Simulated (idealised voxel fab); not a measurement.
The following is a process module called voxel tone inversion.
The cross-section shown here is cut; it is 250 nm wide and divided into square cells measuring 5 nm on a side.
If you're reading a cross-section in this doc, picture square cells in a grid; it comes to you as bands, top ones listed first down to the bottom, and a band can be one or more rows of cells.
The entry gives the band's vertical extent as a top height and a bottom height in nm, then its horizontal make-up as materials from left to right, each with a width in nm. "empty" stands for empty space; a single material marked "edge to edge" fills the band edge to edge.
Where do heights start? At 0: under that level the wafer as delivered is made of one material only. And the lowest band has no floor; it just carries on downward, as in "from 0 down".
Width spec "30->40" -> top row of cells at first value, bottom row at second value, equal per-row change in between.
The cross-section has no changed cell in any step marked "no alterations made".
In "Closed void inventory" the enclosed voids are listed, meaning empty spaces of 8 cells or larger without any opening to the top. The form is width x height at distance, distance from the left edge, units nm.
Formally, on a step line, whatever follows the settings is a remark that the simulator itself makes on the step.
overlay nm: for a step with a mask, the amount by which the mask lay right of where it was planned; a negative amount means left of it.
This section lists the process steps that were planned
1: RECEIVE [material Si]
2: CONFORMAL_DEP [material SiN] [thk nm 5]
3: DIRECTIONAL_DEP [material polySi] [thk nm 15]
4: PATTERN [tone cover] [mask id POSTS] [material resist] [width nm 15] [pitch nm 45] [thk nm 20] [overlay nm 0]
5: DIRECTIONAL_ETCH [etch materials polySi] [depth nm 15]
6: STRIP [etch materials resist]
7: FILL_DEP [material SiO2] [thk nm 5]
8: CMP [height nm 20]
9: STRIP [etch materials polySi]
10: CONFORMAL_DEP [material TiN] [thk nm 5]
11: FILL_DEP [material Ru] [thk nm 10]
12: CMP [height nm 20]
13: CONFORMAL_DEP [material SiN] [thk nm 5]
Shown in cross-section is the wafer as received, that is, as it stands after step 1
> from 0 down | Si edge to edge
> Closed void inventory: none
Figure: cross-sectional view of the wafer upon completion of the module, processed from the initial state and according to the plan depicted above, with one error introduced during execution
> from 25 to 20 | SiN edge to edge
> from 20 to 15 | 55 TiN, then 5 Ru, then 40 TiN, then 5 Ru, then 40 TiN, then 5 Ru, then 40 TiN, then 5 Ru, then 55 TiN
> from 15 to 10 | 50 SiO2, then 5 TiN, then 5 Ru, then 5 TiN, then 30 SiO2, then 5 TiN, then 5 Ru, then 5 TiN, then 30 SiO2, then 5 TiN, then 5 Ru, then 5 TiN, then 30 SiO2, then 5 TiN, then 5 Ru, then 5 TiN, then 50 SiO2
> from 10 to 5 | 50 SiO2, then 15 TiN, then 30 SiO2, then 15 TiN, then 30 SiO2, then 15 TiN, then 30 SiO2, then 15 TiN, then 50 SiO2
> from 5 to 0 | SiN edge to edge
> from 0 down | Si edge to edge
> Closed void inventory: none
Heads up, the wafer didn't run the way we planned it: it should be noted that step 8 was executed with settings other than those planned, the operation and settings actually applied being CMP [height nm 15]
